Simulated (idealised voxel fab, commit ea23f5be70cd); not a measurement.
Module name: voxel released beams (process module)
The cross-section on display is named cut; it measures 215 nm wide, and its cells are 5 nm squares.
Format of a cross-section: grid, square cells. Given as bands. Order: top down. Band: one or more rows of cells. Heads up on the band format: heights come first, top then bottom, in nm. After that it's the materials left to right, each with its width in nm. A single material flagged "edge to edge" fills the whole band edge to edge, and "empty" means there's empty space there. Measure heights from 0. That's the level where, below it, the as-received wafer is all one material. The lowest band is bottomless and extends downward; write it as in "from 0 down". The expression "30 to 40" gives the width at the extremes of the band, the first number at its top row of cells and the second at its bottom row, with the width changing by equal amounts from each row to the next in between. Given "stayed the same" for a step, no cell of the cross-section differs between before and after that step. "Catalogued sealed voids" enumerates empty spaces isolated from the top, with no open way to it, that contain at least 8 cells, giving each as width x height at distance from the left edge, all three in nm. The remark found on a step's line after its settings is issued by the simulator itself and pertains to that step. "overlay nm" answers the question of how far to the right of plan the mask lay on a step that has a mask, and when it is negative the answer is to the left.

-- Below is the list of planned process steps
1) RECEIVE, material Si
2) CONFORMAL_DEP, material SiN, thk nm 10
3) DIRECTIONAL_DEP, material SiO2, thk nm 10
4) DIRECTIONAL_DEP, material aC, thk nm 10
5) PATTERN, tone open, mask id ANCHOR, material resist, width nm 40, thk nm 25, overlay nm 0
6) DIRECTIONAL_ETCH, etch materials aC, depth nm 10
7) STRIP, etch materials resist
8) DIRECTIONAL_ETCH, etch materials SiO2, depth nm 10
9) STRIP, etch materials aC
10) CONFORMAL_DEP, material polySi, thk nm 15
11) MASKED_ETCH, tone cover, mask id BEAM, width nm 100, etch materials polySi, depth nm 15, overlay nm 0
12) STRIP, etch materials SiO2

-- First wafer out of two, processed as planned

-- Step 1 complete: cross-section of the wafer as received
    from 0 down | Si edge to edge
    Catalogued sealed voids: none

-- The following cross-section depicts the wafer upon completion of step 2
    from 10 to 0 | SiN edge to edge
    For the remainder of the cross-section, below 0, there is no change.

-- The following cross-section depicts the wafer upon completion of step 3
    from 20 to 10 | SiO2 edge to edge
    For the remainder of the cross-section, below 10, there is no change.

-- The following cross-section depicts the wafer upon completion of step 4
    from 30 to 20 | aC edge to edge
    For the remainder of the cross-section, below 20, there is no change.

-- The following cross-section depicts the wafer upon completion of step 5
    from 55 to 30 | 60 of resist | 40 of empty | 115 of resist
    For the remainder of the cross-section, below 30, there is no change.

-- The following cross-section depicts the wafer upon completion of step 6
    from 45 to 30 | 60 of resist | 40 of empty | 115 of resist
    from 30 to 20 | 60 of aC | 40 of empty | 115 of aC
    For the remainder of the cross-section, below 20, there is no change.

-- The following cross-section depicts the wafer upon completion of step 7
    from 30 to 20 | 60 of aC | 40 of empty | 115 of aC
    For the remainder of the cross-section, below 20, there is no change.

-- The following cross-section depicts the wafer upon completion of step 8
    from 30 to 20 | 60 of aC | 40 of empty | 115 of aC
    from 20 to 10 | 60 of SiO2 | 40 of empty | 115 of SiO2
    For the remainder of the cross-section, below 10, there is no change.

-- The following cross-section depicts the wafer upon completion of step 9
    from 20 to 10 | 60 of SiO2 | 40 of empty | 115 of SiO2
    For the remainder of the cross-section, below 10, there is no change.

-- The following cross-section depicts the wafer upon completion of step 10
    from 35 to 25 | 75 of polySi | 10 of empty | 130 of polySi
    from 25 to 20 | polySi edge to edge
    from 20 to 10 | 60 of SiO2 | 40 of polySi | 115 of SiO2
    For the remainder of the cross-section, below 10, there is no change.

-- The following cross-section depicts the wafer upon completion of step 11
    from 35 to 25 | 55 of empty | 20 of polySi | 10 of empty | 70 of polySi | 60 of empty
    from 25 to 20 | 55 of empty | 100 of polySi | 60 of empty
    For the remainder of the cross-section, below 20, there is no change.

-- The following cross-section depicts the wafer upon completion of step 12
    from 35 to 25 | 55 of empty | 20 of polySi | 10 of empty | 70 of polySi | 60 of empty
    from 25 to 20 | 55 of empty | 100 of polySi | 60 of empty
    from 20 to 10 | 60 of empty | 40 of polySi | 115 of empty
    For the remainder of the cross-section, below 10, there is no change.

-- Second wafer: same start and same plan as the first, one execution error; identical to the first through step 10

-- Second wafer: cross-section at the scheduled end of step 11
    from 35 to 25 | 45 of empty | 30 of polySi | 10 of empty | 60 of polySi | 70 of empty
    from 25 to 20 | 45 of empty | 100 of polySi | 70 of empty
    For the remainder of the cross-section, below 20, there is no change.

-- Second wafer: cross-section at the scheduled end of step 12
    from 35 to 25 | 45 of empty | 30 of polySi | 10 of empty | 60 of polySi | 70 of empty
    from 25 to 20 | 45 of empty | 100 of polySi | 70 of empty
    from 20 to 10 | 60 of empty | 40 of polySi | 115 of empty
    For the remainder of the cross-section, below 10, there is no change.
Plan not followed: step 11 deviated from plan and actually ran as MASKED_ETCH, tone cover, mask id BEAM, width nm 100, etch materials polySi, depth nm 15, overlay nm -10
Comparing end states, the material composition by cell count is preserved from the first wafer to the second, while the locations of the cells are not.
